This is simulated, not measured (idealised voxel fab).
process module | voxel transistor to metal
Square cell edge 5 nm, section width 140 nm, ID cut.
Cross-section, as written here: a square-cell grid given band by band from the top down, where a band holds one or more rows of cells.
For a band, the entry starts with two heights in nm, that of the top and then that of the bottom, and carries on with the band's materials in order from left to right, each alongside its width in nm; the word "throughout" beside a single material means it fills the band edge to edge, and "empty" means empty space.
Counting heights begins at 0, where everything beneath is, in the wafer as received, one material. The lowest band has no bottom; it goes on downwards, as "0 down" shows.
Top row gets the first number, bottom row gets the second, and each row in between changes by the same step: that is how a band width like "30..40" works.
Basically "same as before" means that step didn't change any cell in the cross-section.
"Entrapped void list": empty spaces of 8 cells or more with no open way to the top, each given as width x height at distance, distance from the left edge, all in nm.
Post-settings text on a step line: simulator's own remark regarding the step.
Among the settings permitted on a step's line is "overlay nm"; applied to a step with a mask, it specifies the extent to which the mask lay to the right of its planned position, whereas a negative figure signifies a position to the left.
[So here's the lineup of process steps we planned]
1. RECEIVE [material Si]
2. CONFORMAL_DEP [material SiO2] [thk nm 5]
3. CONFORMAL_DEP [material SiN] [thk nm 15]
4. PATTERN [tone cover] [mask id ACTIVE] [material resist] [width nm 105] [thk nm 20] [overlay nm 0]
5. DIRECTIONAL_ETCH [etch materials SiN] [depth nm 15]
6. DIRECTIONAL_ETCH [etch materials SiO2] [depth nm 5]
7. DIRECTIONAL_ETCH [etch materials Si] [depth nm 30]
8. STRIP [etch materials resist]
9. FILL_DEP [material SiO2] [thk nm 5]
10. CMP [height nm 20]
11. SELECTIVE_ETCH [etch materials SiO2] [depth nm 5]
12. STRIP [etch materials SiN]
13. SELECTIVE_ETCH [etch materials SiO2] [depth nm 5]
14. OXIDIZE [depth nm 5]
15. DIRECTIONAL_DEP [material polySi] [thk nm 25]
16. DIRECTIONAL_DEP [material SiCN] [thk nm 10]
17. DIRECTIONAL_DEP [material aC] [thk nm 15]
18. PATTERN [tone cover] [mask id GATE] [material resist] [width nm 15] [thk nm 30] [overlay nm 0]
19. DIRECTIONAL_ETCH [etch materials aC] [depth nm 15]
20. STRIP [etch materials resist]
21. DIRECTIONAL_ETCH [etch materials SiCN] [depth nm 20]
22. DIRECTIONAL_ETCH [etch materials polySi] [depth nm 35]
23. STRIP [etch materials aC]
24. CONFORMAL_DEP [material SiN] [thk nm 10]
25. DIRECTIONAL_ETCH [etch materials SiN] [depth nm 10]
26. DIRECTIONAL_ETCH [etch materials SiO2] [depth nm 5]
27. EPI [material pSi] [thk nm 5]
28. FILL_DEP [material SiO2] [thk nm 5]
29. CMP [height nm 35]
30. DIRECTIONAL_DEP [material SiO2] [thk nm 10]
31. DIRECTIONAL_DEP [material aC] [thk nm 15]
32. PATTERN [tone open] [mask id CONTACT] [material resist] [width nm 20] [pitch nm 65] [thk nm 30] [overlay nm 0]
33. DIRECTIONAL_ETCH [etch materials aC] [depth nm 15]
34. STRIP [etch materials resist]
35. DIRECTIONAL_ETCH [etch materials SiO2] [depth nm 45]
36. STRIP [etch materials aC]
37. CONFORMAL_DEP [material TiN] [thk nm 5]
38. FILL_DEP [material W] [thk nm 5]
39. CMP [height nm 45]
40. DIRECTIONAL_DEP [material TiN] [thk nm 5]
41. DIRECTIONAL_DEP [material W] [thk nm 20]
42. MASKED_ETCH [tone cover] [mask id METAL_1] [width nm 20] [pitch nm 65] [etch materials W] [depth nm 20] [overlay nm 0]
43. MASKED_ETCH [tone cover] [mask id METAL_1] [width nm 20] [pitch nm 65] [etch materials TiN] [depth nm 5] [overlay nm 0]
44. CONFORMAL_DEP [material SiCN] [thk nm 5]
45. FILL_DEP [material SiO2] [thk nm 10]
46. CMP [height nm 70]
47. CONFORMAL_DEP [material SiCN] [thk nm 5]
[The first of two wafers, run as planned]
[As-received wafer cross-section (after step 1)]
	0 down = Si throughout
	Entrapped void list: none
[The following cross-section depicts the wafer upon completion of step 2]
	5 to 0 = SiO2 throughout
	Rest of section, below 0: as before.
[The following cross-section depicts the wafer upon completion of step 3]
	20 to 5 = SiN throughout
	Rest of section, below 5: as before.
[The following cross-section depicts the wafer upon completion of step 4]
	40 to 20 = empty=15; resist=105; empty=20
	Rest of section, below 20: as before.
[The following cross-section depicts the wafer upon completion of step 5]
	40 to 20 = empty=15; resist=105; empty=20
	20 to 5 = empty=15; SiN=105; empty=20
	Rest of section, below 5: as before.
[The following cross-section depicts the wafer upon completion of step 6]
	40 to 20 = empty=15; resist=105; empty=20
	20 to 5 = empty=15; SiN=105; empty=20
	5 to 0 = empty=15; SiO2=105; empty=20
	Rest of section, below 0: as before.
[The following cross-section depicts the wafer upon completion of step 7]
	40 to 20 = empty=15; resist=105; empty=20
	20 to 5 = empty=15; SiN=105; empty=20
	5 to 0 = empty=15; SiO2=105; empty=20
	0 to -30 = empty=15; Si=105; empty=20
	Rest of section, below -30: as before.
[The following cross-section depicts the wafer upon completion of step 8]
	20 to 5 = empty=15; SiN=105; empty=20
	Rest of section, below 5: as before.
[The following cross-section depicts the wafer upon completion of step 9]
	25 to 20 = SiO2 throughout
	20 to 5 = SiO2=15; SiN=105; SiO2=20
	5 to 0 = SiO2 throughout
	0 to -30 = SiO2=15; Si=105; SiO2=20
	Rest of section, below -30: as before.
[The following cross-section depicts the wafer upon completion of step 10]
	20 to 5 = SiO2=15; SiN=105; SiO2=20
	Rest of section, below 5: as before.
[The following cross-section depicts the wafer upon completion of step 11]
	20 to 15 = empty=15; SiN=105; empty=20
	Rest of section, below 15: as before.
[The following cross-section depicts the wafer upon completion of step 12]
	15 to 5 = SiO2=15; empty=105; SiO2=20
	Rest of section, below 5: as before.
[The following cross-section depicts the wafer upon completion of step 13]
	10 to 0 = SiO2=10; empty=115; SiO2=15
	Rest of section, below 0: as before.
[The following cross-section depicts the wafer upon completion of step 14]
	10 to 0 = SiO2=10; empty=115; SiO2=15
	0 to -5 = SiO2 throughout
	Rest of section, below -5: as before.
[The following cross-section depicts the wafer upon completion of step 15]
	35 to 25 = polySi=10; empty=115; polySi=15
	25 to 10 = polySi throughout
	10 to 0 = SiO2=10; polySi=115; SiO2=15
	Rest of section, below 0: as before.
[The following cross-section depicts the wafer upon completion of step 16]
	45 to 35 = SiCN=10; empty=115; SiCN=15
	35 to 25 = polySi=10; SiCN=115; polySi=15
	Rest of section, below 25: as before.
[The following cross-section depicts the wafer upon completion of step 17]
	60 to 50 = aC=10; empty=115; aC=15
	50 to 45 = aC throughout
	45 to 35 = SiCN=10; aC=115; SiCN=15
	Rest of section, below 35: as before.
[The following cross-section depicts the wafer upon completion of step 18]
	90 to 60 = empty=60; resist=15; empty=65
	60 to 50 = aC=10; empty=50; resist=15; empty=50; aC=15
	Rest of section, below 50: as before.
[The following cross-section depicts the wafer upon completion of step 19]
	75 to 50 = empty=60; resist=15; empty=65
	50 to 45 = empty=60; aC=15; empty=65
	45 to 35 = SiCN=10; empty=50; aC=15; empty=50; SiCN=15
	Rest of section, below 35: as before.
[The following cross-section depicts the wafer upon completion of step 20]
	50 to 45 = empty=60; aC=15; empty=65
	Rest of section, below 45: as before.
[The following cross-section depicts the wafer upon completion of step 21]
	50 to 35 = empty=60; aC=15; empty=65
	35 to 25 = polySi=10; empty=50; SiCN=15; empty=50; polySi=15
	Rest of section, below 25: as before.
[The following cross-section depicts the wafer upon completion of step 22]
	50 to 35 = empty=60; aC=15; empty=65
	35 to 25 = empty=60; SiCN=15; empty=65
	25 to 10 = empty=60; polySi=15; empty=65
	10 to 0 = SiO2=10; empty=50; polySi=15; empty=50; SiO2=15
	Rest of section, below 0: as before.
[The following cross-section depicts the wafer upon completion of step 23]
	35 to 25 = empty=60; SiCN=15; empty=65
	Rest of section, below 25: as before.
[The following cross-section depicts the wafer upon completion of step 24]
	45 to 35 = empty=50; SiN=35; empty=55
	35 to 25 = empty=50; SiN=10; SiCN=15; SiN=10; empty=55
	25 to 20 = empty=50; SiN=10; polySi=15; SiN=10; empty=55
	20 to 10 = SiN=20; empty=30; SiN=10; polySi=15; SiN=10; empty=30; SiN=25
	10 to 0 = SiO2=10; SiN=50; polySi=15; SiN=50; SiO2=15
	Rest of section, below 0: as before.
[The following cross-section depicts the wafer upon completion of step 25]
	35 to 25 = empty=50; SiN=10; SiCN=15; SiN=10; empty=55
	25 to 10 = empty=50; SiN=10; polySi=15; SiN=10; empty=55
	10 to 0 = SiO2=10; SiN=10; empty=30; SiN=10; polySi=15; SiN=10; empty=30; SiN=10; SiO2=15
	Rest of section, below 0: as before.
[The following cross-section depicts the wafer upon completion of step 26]
	35 to 25 = empty=50; SiN=10; SiCN=15; SiN=10; empty=55
	25 to 10 = empty=50; SiN=10; polySi=15; SiN=10; empty=55
	10 to 5 = empty=10; SiN=10; empty=30; SiN=10; polySi=15; SiN=10; empty=30; SiN=10; empty=15
	5 to 0 = SiO2=10; SiN=10; empty=30; SiN=10; polySi=15; SiN=10; empty=30; SiN=10; SiO2=15
	0 to -5 = SiO2=20; empty=30; SiO2=35; empty=30; SiO2=25
	Rest of section, below -5: as before.
[The following cross-section depicts the wafer upon completion of step 27]
	35 to 25 = empty=50; SiN=10; SiCN=15; SiN=10; empty=55
	25 to 10 = empty=50; SiN=10; polySi=15; SiN=10; empty=55
	10 to 5 = empty=10; SiN=10; empty=30; SiN=10; polySi=15; SiN=10; empty=30; SiN=10; empty=15
	5 to 0 = SiO2=10; SiN=10; empty=30; SiN=10; polySi=15; SiN=10; empty=30; SiN=10; SiO2=15
	0 to -5 = SiO2=20; pSi=30; SiO2=35; pSi=30; SiO2=25
	Rest of section, below -5: as before.
[The following cross-section depicts the wafer upon completion of step 28]
	40 to 35 = SiO2 throughout
	35 to 25 = SiO2=50; SiN=10; SiCN=15; SiN=10; SiO2=55
	25 to 10 = SiO2=50; SiN=10; polySi=15; SiN=10; SiO2=55
	10 to 0 = SiO2=10; SiN=10; SiO2=30; SiN=10; polySi=15; SiN=10; SiO2=30; SiN=10; SiO2=15
	Rest of section, below 0: as before.
[The following cross-section depicts the wafer upon completion of step 29]
	35 to 25 = SiO2=50; SiN=10; SiCN=15; SiN=10; SiO2=55
	Rest of section, below 25: as before.
[The following cross-section depicts the wafer upon completion of step 30]
	45 to 35 = SiO2 throughout
	Rest of section, below 35: as before.
[The following cross-section depicts the wafer upon completion of step 31]
	60 to 45 = aC throughout
	Rest of section, below 45: as before.
[The following cross-section depicts the wafer upon completion of step 32]
	90 to 60 = resist=25; empty=20; resist=45; empty=20; resist=30
	Rest of section, below 60: as before.
[The following cross-section depicts the wafer upon completion of step 33]
	75 to 60 = resist=25; empty=20; resist=45; empty=20; resist=30
	60 to 45 = aC=25; empty=20; aC=45; empty=20; aC=30
	Rest of section, below 45: as before.
[The following cross-section depicts the wafer upon completion of step 34]
	60 to 45 = aC=25; empty=20; aC=45; empty=20; aC=30
	Rest of section, below 45: as before.
[The following cross-section depicts the wafer upon completion of step 35]
	60 to 45 = aC=25; empty=20; aC=45; empty=20; aC=30
	45 to 35 = SiO2=25; empty=20; SiO2=45; empty=20; SiO2=30
	35 to 25 = SiO2=25; empty=20; SiO2=5; SiN=10; SiCN=15; SiN=10; SiO2=5; empty=20; SiO2=30
	25 to 10 = SiO2=25; empty=20; SiO2=5; SiN=10; polySi=15; SiN=10; SiO2=5; empty=20; SiO2=30
	10 to 0 = SiO2=10; SiN=10; SiO2=5; empty=20; SiO2=5; SiN=10; polySi=15; SiN=10; SiO2=5; empty=20; SiO2=5; SiN=10; SiO2=15
	Rest of section, below 0: as before.
[The following cross-section depicts the wafer upon completion of step 36]
	45 to 35 = SiO2=25; empty=20; SiO2=45; empty=20; SiO2=30
	Rest of section, below 35: as before.
[The following cross-section depicts the wafer upon completion of step 37]
	50 to 45 = TiN=30; empty=10; TiN=55; empty=10; TiN=35
	45 to 35 = SiO2=25; TiN=5; empty=10; TiN=5; SiO2=45; TiN=5; empty=10; TiN=5; SiO2=30
	35 to 25 = SiO2=25; TiN=5; empty=10; TiN=5; SiO2=5; SiN=10; SiCN=15; SiN=10; SiO2=5; TiN=5; empty=10; TiN=5; SiO2=30
	25 to 10 = SiO2=25; TiN=5; empty=10; TiN=5; SiO2=5; SiN=10; polySi=15; SiN=10; SiO2=5; TiN=5; empty=10; TiN=5; SiO2=30
	10 to 5 = SiO2=10; SiN=10; SiO2=5; TiN=5; empty=10; TiN=5; SiO2=5; SiN=10; polySi=15; SiN=10; SiO2=5; TiN=5; empty=10; TiN=5; SiO2=5; SiN=10; SiO2=15
	5 to 0 = SiO2=10; SiN=10; SiO2=5; TiN=20; SiO2=5; SiN=10; polySi=15; SiN=10; SiO2=5; TiN=20; SiO2=5; SiN=10; SiO2=15
	Rest of section, below 0: as before.
[The following cross-section depicts the wafer upon completion of step 38]
	55 to 50 = W throughout
	50 to 45 = TiN=30; W=10; TiN=55; W=10; TiN=35
	45 to 35 = SiO2=25; TiN=5; W=10; TiN=5; SiO2=45; TiN=5; W=10; TiN=5; SiO2=30
	35 to 25 = SiO2=25; TiN=5; W=10; TiN=5; SiO2=5; SiN=10; SiCN=15; SiN=10; SiO2=5; TiN=5; W=10; TiN=5; SiO2=30
	25 to 10 = SiO2=25; TiN=5; W=10; TiN=5; SiO2=5; SiN=10; polySi=15; SiN=10; SiO2=5; TiN=5; W=10; TiN=5; SiO2=30
	10 to 5 = SiO2=10; SiN=10; SiO2=5; TiN=5; W=10; TiN=5; SiO2=5; SiN=10; polySi=15; SiN=10; SiO2=5; TiN=5; W=10; TiN=5; SiO2=5; SiN=10; SiO2=15
	Rest of section, below 5: as before.
[The following cross-section depicts the wafer upon completion of step 39]
	45 to 35 = SiO2=25; TiN=5; W=10; TiN=5; SiO2=45; TiN=5; W=10; TiN=5; SiO2=30
	Rest of section, below 35: as before.
[The following cross-section depicts the wafer upon completion of step 40]
	50 to 45 = TiN throughout
	Rest of section, below 45: as before.
[The following cross-section depicts the wafer upon completion of step 41]
	70 to 50 = W throughout
	Rest of section, below 50: as before.
[The following cross-section depicts the wafer upon completion of step 42]
	70 to 50 = empty=25; W=20; empty=45; W=20; empty=30
	Rest of section, below 50: as before.
[The following cross-section depicts the wafer upon completion of step 43]
	70 to 50 = empty=25; W=20; empty=45; W=20; empty=30
	50 to 45 = empty=25; TiN=20; empty=45; TiN=20; empty=30
	Rest of section, below 45: as before.
[The following cross-section depicts the wafer upon completion of step 44]
	75 to 70 = empty=20; SiCN=30; empty=35; SiCN=30; empty=25
	70 to 50 = empty=20; SiCN=5; W=20; SiCN=5; empty=35; SiCN=5; W=20; SiCN=5; empty=25
	50 to 45 = SiCN=25; TiN=20; SiCN=45; TiN=20; SiCN=30
	Rest of section, below 45: as before.
[The following cross-section depicts the wafer upon completion of step 45]
	85 to 75 = SiO2 throughout
	75 to 70 = SiO2=20; SiCN=30; SiO2=35; SiCN=30; SiO2=25
	70 to 50 = SiO2=20; SiCN=5; W=20; SiCN=5; SiO2=35; SiCN=5; W=20; SiCN=5; SiO2=25
	Rest of section, below 50: as before.
[The following cross-section depicts the wafer upon completion of step 46]
	70 to 50 = SiO2=20; SiCN=5; W=20; SiCN=5; SiO2=35; SiCN=5; W=20; SiCN=5; SiO2=25
	Rest of section, below 50: as before.
[The following cross-section depicts the wafer upon completion of step 47]
	75 to 70 = SiCN throughout
	Rest of section, below 70: as before.
[Wafer two. Identical start, identical plan. One mistake in execution. Identical history through step 28]
[when step 29 should have ended]
	30 to 25 = SiO2=50; SiN=10; SiCN=15; SiN=10; SiO2=55
	Rest of section, below 25: as before.
[when step 30 should have ended]
	40 to 30 = SiO2 throughout
	Rest of section, below 30: as before.
[when step 31 should have ended]
	55 to 40 = aC throughout
	Rest of section, below 40: as before.
[when step 32 should have ended]
	85 to 55 = resist=25; empty=20; resist=45; empty=20; resist=30
	Rest of section, below 55: as before.
[when step 33 should have ended]
	70 to 55 = resist=25; empty=20; resist=45; empty=20; resist=30
	55 to 40 = aC=25; empty=20; aC=45; empty=20; aC=30
	Rest of section, below 40: as before.
[when step 34 should have ended]
	55 to 40 = aC=25; empty=20; aC=45; empty=20; aC=30
	Rest of section, below 40: as before.
[when step 35 should have ended]
	55 to 40 = aC=25; empty=20; aC=45; empty=20; aC=30
	40 to 30 = SiO2=25; empty=20; SiO2=45; empty=20; SiO2=30
	30 to 25 = SiO2=25; empty=20; SiO2=5; SiN=10; SiCN=15; SiN=10; SiO2=5; empty=20; SiO2=30
	25 to 10 = SiO2=25; empty=20; SiO2=5; SiN=10; polySi=15; SiN=10; SiO2=5; empty=20; SiO2=30
	10 to 0 = SiO2=10; SiN=10; SiO2=5; empty=20; SiO2=5; SiN=10; polySi=15; SiN=10; SiO2=5; empty=20; SiO2=5; SiN=10; SiO2=15
	Rest of section, below 0: as before.
[when step 36 should have ended]
	40 to 30 = SiO2=25; empty=20; SiO2=45; empty=20; SiO2=30
	Rest of section, below 30: as before.
[when step 37 should have ended]
	45 to 40 = TiN=30; empty=10; TiN=55; empty=10; TiN=35
	40 to 30 = SiO2=25; TiN=5; empty=10; TiN=5; SiO2=45; TiN=5; empty=10; TiN=5; SiO2=30
	30 to 25 = SiO2=25; TiN=5; empty=10; TiN=5; SiO2=5; SiN=10; SiCN=15; SiN=10; SiO2=5; TiN=5; empty=10; TiN=5; SiO2=30
	25 to 10 = SiO2=25; TiN=5; empty=10; TiN=5; SiO2=5; SiN=10; polySi=15; SiN=10; SiO2=5; TiN=5; empty=10; TiN=5; SiO2=30
	10 to 5 = SiO2=10; SiN=10; SiO2=5; TiN=5; empty=10; TiN=5; SiO2=5; SiN=10; polySi=15; SiN=10; SiO2=5; TiN=5; empty=10; TiN=5; SiO2=5; SiN=10; SiO2=15
	5 to 0 = SiO2=10; SiN=10; SiO2=5; TiN=20; SiO2=5; SiN=10; polySi=15; SiN=10; SiO2=5; TiN=20; SiO2=5; SiN=10; SiO2=15
	Rest of section, below 0: as before.
[when step 38 should have ended]
	50 to 45 = W throughout
	45 to 40 = TiN=30; W=10; TiN=55; W=10; TiN=35
	40 to 30 = SiO2=25; TiN=5; W=10; TiN=5; SiO2=45; TiN=5; W=10; TiN=5; SiO2=30
	30 to 25 = SiO2=25; TiN=5; W=10; TiN=5; SiO2=5; SiN=10; SiCN=15; SiN=10; SiO2=5; TiN=5; W=10; TiN=5; SiO2=30
	25 to 10 = SiO2=25; TiN=5; W=10; TiN=5; SiO2=5; SiN=10; polySi=15; SiN=10; SiO2=5; TiN=5; W=10; TiN=5; SiO2=30
	10 to 5 = SiO2=10; SiN=10; SiO2=5; TiN=5; W=10; TiN=5; SiO2=5; SiN=10; polySi=15; SiN=10; SiO2=5; TiN=5; W=10; TiN=5; SiO2=5; SiN=10; SiO2=15
	Rest of section, below 5: as before.
[when step 39 should have ended]
	45 to 40 = TiN=30; W=10; TiN=55; W=10; TiN=35
	Rest of section, below 40: as before.
[when step 40 should have ended]
	50 to 45 = TiN throughout
	Rest of section, below 45: as before.
[when step 41 should have ended]
	70 to 50 = W throughout
	Rest of section, below 50: as before.
[when step 42 should have ended]
	70 to 50 = empty=25; W=20; empty=45; W=20; empty=30
	Rest of section, below 50: as before.
[when step 43 should have ended]
	70 to 50 = empty=25; W=20; empty=45; W=20; empty=30
	50 to 45 = empty=25; TiN=20; empty=45; TiN=20; empty=30
	Rest of section, below 45: as before.
[when step 44 should have ended]
	75 to 70 = empty=20; SiCN=30; empty=35; SiCN=30; empty=25
	70 to 50 = empty=20; SiCN=5; W=20; SiCN=5; empty=35; SiCN=5; W=20; SiCN=5; empty=25
	50 to 45 = SiCN=25; TiN=20; SiCN=45; TiN=20; SiCN=30
	Rest of section, below 45: as before.
[when step 45 should have ended]
	85 to 75 = SiO2 throughout
	75 to 70 = SiO2=20; SiCN=30; SiO2=35; SiCN=30; SiO2=25
	70 to 50 = SiO2=20; SiCN=5; W=20; SiCN=5; SiO2=35; SiCN=5; W=20; SiCN=5; SiO2=25
	Rest of section, below 50: as before.
[when step 46 should have ended]
	70 to 50 = SiO2=20; SiCN=5; W=20; SiCN=5; SiO2=35; SiCN=5; W=20; SiCN=5; SiO2=25
	Rest of section, below 50: as before.
[when step 47 should have ended]
	75 to 70 = SiCN throughout
	Rest of section, below 70: as before.
Which mistake was made when the wafer was run? step 29 went in with a setting other than planned; the actual run was CMP [height nm 30]
End check, counted in cells, second wafer has more or fewer of these materials than the first: 3 fewer of SiCN, 4 fewer of SiN, 13 fewer of SiO2, 20 more of TiN
